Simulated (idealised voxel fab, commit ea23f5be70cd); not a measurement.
Process module heading - voxel air gaps
The figure presents cross-section cut, which has a width of 220 nm and is divided into square cells with an edge length of 5 nm.
Cross-section = grid of square cells, listed top down in bands; band = one or more rows. Heads up on the band format: heights come first, top then bottom, in nm. After that it's the materials left to right, each with its width in nm. A single material flagged "everywhere" fills the whole band edge to edge, and "empty" means there's empty space there. Heights are measured from 0, the level below which the as-received wafer is all one material; the lowest band has no bottom and continues downward, written as in "0..down". Graded width ("30 to 40"): value in top row of band = first number; value in bottom row = second number; row-to-row change constant. Step note "all unchanged" = no cross-section cell changed. The entry titled "Closed voids list" provides the empty spaces that have no open way to the top, restricted to those of 8 cells or more. Each is presented as width x height at distance, the distance being measured from the left edge, with all three in nm. Text after the settings on a step's line: the simulator's own remark on that step. A step's line can hold "overlay nm"; with a mask on that step, the setting says how far right of the planned place the mask lay, while a negative setting says it lay to the left.

Process steps foreseen in the plan
1,RECEIVE,material Si
2,CONFORMAL_DEP,material SiO2,thk nm 10
3,CONFORMAL_DEP,material SiCN,thk nm 5
4,DIRECTIONAL_DEP,material SiO2,thk nm 30
5,PATTERN,tone open,mask id LINES,material resist,width nm 25,pitch nm 50,thk nm 15,overlay nm 0
6,DIRECTIONAL_ETCH,etch materials SiO2,depth nm 30
7,STRIP,etch materials resist
8,CONFORMAL_DEP,material TiN,thk nm 5
9,FILL_DEP,material Ru,thk nm 5
10,CMP,height nm 45
11,EPI,material Ru,thk nm 10
12,SELECTIVE_ETCH,etch materials SiO2,depth nm 40
13,CONFORMAL_DEP,material SiCN,thk nm 5

Incoming wafer, cross-sectional view, post step 1
> 0..down  Si everywhere
> Closed voids list: none

The first of the two wafers as seen in cross-section once the module was finished; processing followed the plan
> 60..55  empty 5, then SiCN 205, then empty 10
> 55..45  empty 5, then SiCN 5, then Ru 45, then SiCN 5, then Ru 45, then SiCN 5, then Ru 45, then SiCN 5, then Ru 45, then SiCN 5, then empty 10
> 45..40  empty 5, then SiCN 15, then TiN 5, then Ru 15, then TiN 5, then SiCN 25, then TiN 5, then Ru 15, then TiN 5, then SiCN 25, then TiN 5, then Ru 15, then TiN 5, then SiCN 25, then TiN 5, then Ru 15, then TiN 5, then SiCN 15, then empty 10
> 40..20  empty 15, then SiCN 5, then TiN 5, then Ru 15, then TiN 5, then SiCN 5, then empty 15, then SiCN 5, then TiN 5, then Ru 15, then TiN 5, then SiCN 5, then empty 15, then SiCN 5, then TiN 5, then Ru 15, then TiN 5, then SiCN 5, then empty 15, then SiCN 5, then TiN 5, then Ru 15, then TiN 5, then SiCN 5, then empty 20
> 20..15  SiCN 20, then TiN 25, then SiCN 25, then TiN 25, then SiCN 25, then TiN 25, then SiCN 25, then TiN 25, then SiCN 25
> 15..10  SiCN everywhere
> 10..0  SiO2 everywhere
> 0..down  Si everywhere
> Closed voids list: 15 x 20 at 50; 15 x 20 at 100; 15 x 20 at 150

Wafer two (of two), end-of-module cross-section: start = wafer one, plan = wafer one, one run mistake
> 70..65  SiCN everywhere
> 65..45  Ru 215, then SiCN 5
> 45..40  SiO2 20, then TiN 5, then Ru 15, then TiN 5, then SiO2 25, then TiN 5, then Ru 15, then TiN 5, then SiO2 25, then TiN 5, then Ru 15, then TiN 5, then SiO2 25, then TiN 5, then Ru 15, then TiN 5, then SiCN 25
> 40..20  SiO2 20, then TiN 5, then Ru 15, then TiN 5, then SiO2 25, then TiN 5, then Ru 15, then TiN 5, then SiO2 25, then TiN 5, then Ru 15, then TiN 5, then SiO2 25, then TiN 5, then Ru 15, then TiN 5, then SiCN 5, then empty 20
> 20..15  SiO2 20, then TiN 25, then SiO2 25, then TiN 25, then SiO2 25, then TiN 25, then SiO2 25, then TiN 25, then SiCN 25
> 15..10  SiCN everywhere
> 10..0  SiO2 everywhere
> 0..down  Si everywhere
> Closed voids list: 20 x 20 at 200
what went wrong: step 11 from the plan got run twice
The final cell counts differ between the wafers, with the second having more or fewer of some materials than the first: +100 Ru, -66 SiCN, +114 SiO2
Final count of closed voids per wafer: 3 in the first, 1 in the second.
